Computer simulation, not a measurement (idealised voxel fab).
The process module presented herein is designated voxel capacitor over wiring.
Each square cell in cross-section cut measures 5 nm, and the section as a whole is 265 nm wide.
Reading order for cross-sections: top band down to bottom band. Underlying form: a grid of square cells. Band size: one or more rows of cells.
Top, bottom (nm), then materials left to right with widths (nm); lone material tagged "all across" fills the whole band edge to edge; "blank" = empty space.
Where do heights start? At 0: under that level the wafer as delivered is made of one material only. And the lowest band has no floor; it just carries on downward, as in "top 0, no bottom".
Width: "30 to 40" (first number = top row, second number = bottom row, same change from row to row of cells).
"stayed the same" -> step changed no cross-section cell.
"Trapped cavities" specifies each empty space that is not open to the top and that occupies no fewer than 8 cells, using the form width x height at distance, the distance measured from the left edge and all three quantities in nm.
What comes after the settings on a step's line is commentary from the simulator itself on that step.
You can add "overlay nm" to a step's line. For a step with a mask, it describes how far the mask lay to the right of its planned position, and a negative number describes a lay to the left.
Planned step list for the process
1: RECEIVE, material Si
2: CONFORMAL_DEP, material SiO2, thk nm 15
3: DIRECTIONAL_DEP, material TiN, thk nm 5
4: DIRECTIONAL_DEP, material W, thk nm 15
5: DIRECTIONAL_DEP, material aC, thk nm 10
6: PATTERN, tone cover, mask id METAL_1, material resist, width nm 25, pitch nm 90, thk nm 25, overlay nm 0
7: DIRECTIONAL_ETCH, etch materials aC, depth nm 10
8: STRIP, etch materials resist
9: DIRECTIONAL_ETCH, etch materials W, depth nm 15
10: DIRECTIONAL_ETCH, etch materials TiN, depth nm 5
11: STRIP, etch materials aC
12: CONFORMAL_DEP, material SiN, thk nm 5
13: FILL_DEP, material SiO2, thk nm 5
14: CMP, height nm 35
15: CONFORMAL_DEP, material SiCN, thk nm 5
16: DIRECTIONAL_DEP, material lowk, thk nm 10
17: MASKED_ETCH, tone open, mask id PLUG_1, width nm 15, etch materials lowk, depth nm 10, overlay nm 0
18: MASKED_ETCH, tone open, mask id PLUG_1, width nm 15, etch materials SiCN, depth nm 5, overlay nm 0
19: CONFORMAL_DEP, material TiN, thk nm 5
20: FILL_DEP, material Cu, thk nm 5
21: CMP, height nm 50
22: DIRECTIONAL_DEP, material TiN, thk nm 10
23: DIRECTIONAL_DEP, material SiN, thk nm 5
24: DIRECTIONAL_DEP, material TiN, thk nm 10
25: MASKED_ETCH, tone cover, mask id UPPER_PLATE, width nm 70, etch materials TiN, depth nm 10, overlay nm 0
26: MASKED_ETCH, tone cover, mask id UPPER_PLATE, width nm 70, etch materials SiN, depth nm 5, overlay nm 0
27: DIRECTIONAL_DEP, material aC, thk nm 10
28: PATTERN, tone cover, mask id LOWER_PLATE, material resist, width nm 80, thk nm 30, overlay nm 0
29: DIRECTIONAL_ETCH, etch materials aC, depth nm 10
30: STRIP, etch materials resist
31: DIRECTIONAL_ETCH, etch materials TiN, depth nm 10
32: STRIP, etch materials aC
33: FILL_DEP, material SiO2, thk nm 15
34: CMP, height nm 85
35: PATTERN, tone open, mask id PLUG_2, material resist, width nm 15, thk nm 15, overlay nm 0
36: DIRECTIONAL_ETCH, etch materials SiO2, depth nm 10
37: STRIP, etch materials resist
38: CONFORMAL_DEP, material TiN, thk nm 5
39: FILL_DEP, material W, thk nm 5
40: CMP, height nm 85
41: CONFORMAL_DEP, material SiCN, thk nm 5
The cross-section here shows the wafer as received, i.e. in its state after step 1
	top 0, no bottom: Si all across
	Trapped cavities: none
Cross-section: first of two wafers, module finished, run according to plan
	top 90, bottom 85: SiCN all across
	top 85, bottom 80: 95 nm SiO2 / 5 nm TiN / 5 nm W / 5 nm TiN / 155 nm SiO2
	top 80, bottom 75: 95 nm SiO2 / 15 nm TiN / 155 nm SiO2
	top 75, bottom 65: 85 nm SiO2 / 70 nm TiN / 110 nm SiO2
	top 65, bottom 60: 85 nm SiO2 / 70 nm SiN / 110 nm SiO2
	top 60, bottom 50: 80 nm SiO2 / 80 nm TiN / 105 nm SiO2
	top 50, bottom 40: 85 nm lowk / 5 nm TiN / 5 nm Cu / 5 nm TiN / 165 nm lowk
	top 40, bottom 35: 85 nm SiCN / 15 nm TiN / 165 nm SiCN
	top 35, bottom 20: 70 nm SiO2 / 5 nm SiN / 25 nm W / 5 nm SiN / 55 nm SiO2 / 5 nm SiN / 25 nm W / 5 nm SiN / 70 nm SiO2
	top 20, bottom 15: 75 nm SiN / 25 nm TiN / 65 nm SiN / 25 nm TiN / 75 nm SiN
	top 15, bottom 0: SiO2 all across
	top 0, no bottom: Si all across
	Trapped cavities: none
Cross-section, wafer two of two, end of module: same start and plan as wafer one, one error in execution
	top 90, bottom 85: SiCN all across
	top 85, bottom 80: 95 nm SiO2 / 5 nm TiN / 5 nm W / 5 nm TiN / 155 nm SiO2
	top 80, bottom 75: 95 nm SiO2 / 15 nm TiN / 155 nm SiO2
	top 75, bottom 65: 85 nm SiO2 / 70 nm TiN / 110 nm SiO2
	top 65, bottom 60: 85 nm SiO2 / 70 nm SiN / 110 nm SiO2
	top 60, bottom 50: 80 nm SiO2 / 80 nm TiN / 105 nm SiO2
	top 50, bottom 45: Cu all across
	top 45, bottom 40: 90 nm TiN / 5 nm Cu / 170 nm TiN
	top 40, bottom 35: 85 nm SiCN / 15 nm TiN / 165 nm SiCN
	top 35, bottom 20: 70 nm SiO2 / 5 nm SiN / 25 nm W / 5 nm SiN / 55 nm SiO2 / 5 nm SiN / 25 nm W / 5 nm SiN / 70 nm SiO2
	top 20, bottom 15: 75 nm SiN / 25 nm TiN / 65 nm SiN / 25 nm TiN / 75 nm SiN
	top 15, bottom 0: SiO2 all across
	top 0, no bottom: Si all across
	Trapped cavities: none
Which mistake was made when the wafer was run? not run: step 16 of the plan (skipped)
Final tally in cells, some materials are higher or lower on the second wafer than on the first: Cu: 52 more; TiN: 48 more; lowk: 100 fewer
